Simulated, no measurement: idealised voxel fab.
This section sets out a process module, namely voxel capacitor over wiring.
Square cells of 5 nm make up the cross-section cut, whose width is 175 nm.
A cross-section in this document is a grid of square cells, and it is written down as bands, the top band listed before the ones below it; a band is made up of one or more rows of cells. Read a band's entry like this: the first values are the height of its top and the height of its bottom in nm, and what follows is the sequence of materials from left to right, each with its width in nm. Note that "air" is empty space, and that a single material marked "all across" reaches across the band from edge to edge. Convention: height 0 is the level below which the wafer, as received, is all one material. The lowest band does not terminate at the bottom but continues downward, represented as "0 down". The width entry "30 to 40" should be interpreted row by row: the top row of cells in the band takes the first number, the bottom row takes the second number, and the change between adjacent rows is uniform throughout. Any step labelled "nothing changed" changed none of the cells in the cross-section. For the entry "Sealed void listing", the listed items are empty spaces with no open way to the top whose size is 8 cells or more; each item follows the pattern width x height at distance, where distance is from the left edge and all three are in nm. On a step's line, text after the settings is the simulator commenting on that step. You can add "overlay nm" to a step's line. For a step with a mask, it describes how far the mask lay to the right of its planned position, and a negative number describes a lay to the left.
LIST OF PLANNED PROCESS STEPS
step 1: RECEIVE,material Si
step 2: CONFORMAL_DEP,material SiO2,thk nm 15
step 3: CONFORMAL_DEP,material SiCN,thk nm 5
step 4: DIRECTIONAL_DEP,material SiO2,thk nm 15
step 5: PATTERN,tone open,mask id METAL_1,material resist,width nm 25,pitch nm 80,thk nm 20,overlay nm 0
step 6: DIRECTIONAL_ETCH,etch materials SiO2,depth nm 15
step 7: DIRECTIONAL_ETCH,etch materials SiCN,depth nm 5
step 8: STRIP,etch materials resist
step 9: CONFORMAL_DEP,material TiN,thk nm 5
step 10: FILL_DEP,material W,thk nm 10
step 11: CMP,height nm 35
step 12: CONFORMAL_DEP,material SiCN,thk nm 5
step 13: DIRECTIONAL_DEP,material lowk,thk nm 20
step 14: DIRECTIONAL_DEP,material aC,thk nm 15
step 15: PATTERN,tone open,mask id PLUG_1,material resist,width nm 15,thk nm 35,overlay nm 0
step 16: DIRECTIONAL_ETCH,etch materials aC,depth nm 15
step 17: STRIP,etch materials resist
step 18: DIRECTIONAL_ETCH,etch materials lowk,depth nm 20
step 19: DIRECTIONAL_ETCH,etch materials SiCN,depth nm 5
step 20: STRIP,etch materials aC
step 21: EPI,material Ru,thk nm 10
step 22: EPI,material Ru,thk nm 10
step 23: EPI,material Ru,thk nm 5
step 24: DIRECTIONAL_DEP,material TiN,thk nm 10
step 25: DIRECTIONAL_DEP,material Al2O3,thk nm 5
step 26: DIRECTIONAL_DEP,material TiN,thk nm 5
step 27: PATTERN,tone cover,mask id UPPER_PLATE,material resist,width nm 60,thk nm 20,overlay nm 0
step 28: DIRECTIONAL_ETCH,etch materials TiN,depth nm 5
step 29: DIRECTIONAL_ETCH,etch materials Al2O3,depth nm 5
step 30: STRIP,etch materials resist
step 31: DIRECTIONAL_DEP,material aC,thk nm 10
step 32: PATTERN,tone cover,mask id LOWER_PLATE,material resist,width nm 70,thk nm 30,overlay nm 0
step 33: DIRECTIONAL_ETCH,etch materials aC,depth nm 10
step 34: STRIP,etch materials resist
step 35: DIRECTIONAL_ETCH,etch materials TiN,depth nm 10
step 36: STRIP,etch materials aC
step 37: FILL_DEP,material SiO2,thk nm 20
step 38: CMP,height nm 95
step 39: MASKED_ETCH,tone open,mask id PLUG_2,width nm 15,etch materials SiO2,depth nm 15,overlay nm 0
step 40: CONFORMAL_DEP,material TiN,thk nm 5
step 41: FILL_DEP,material Ru,thk nm 5
step 42: CMP,height nm 95
step 43: CONFORMAL_DEP,material SiCN,thk nm 5
HERE'S WHAT THE WAFER LOOKED LIKE IN CROSS-SECTION WHEN IT ARRIVED - THAT'S AFTER STEP 1
* 0 down = Si all across
* Sealed void listing: none
MODULE COMPLETE, CROSS-SECTION. STARTING POINT AND PLAN PER ABOVE. ONE MISTAKE MADE IN RUNNING THE MODULE
* 100 to 95 = SiCN all across
* 95 to 85 = 55 SiO2  5 TiN  5 Ru  5 TiN  105 SiO2
* 85 to 75 = 55 to 45 SiO2  15 to 60 TiN  105 to 70 SiO2
* 75 to 70 = 45 SiO2  60 Al2O3  70 SiO2
* 70 to 60 = 40 SiO2  70 TiN  65 SiO2
* 60 to 40 = 45 lowk  15 Ru  115 lowk
* 40 to 35 = 45 SiCN  15 Ru  115 SiCN
* 35 to 20 = 35 SiO2  5 TiN  15 Ru  5 TiN  55 SiO2  5 TiN  15 aC  5 TiN  35 SiO2
* 20 to 15 = 35 SiCN  25 TiN  55 SiCN  25 TiN  35 SiCN
* 15 to 0 = SiO2 all across
* 0 down = Si all across
* Sealed void listing: none
It is concluded that the wafer was processed incorrectly with respect to the plan, in that contrary to plan, step 10 was performed as FILL_DEP,material aC,thk nm 10
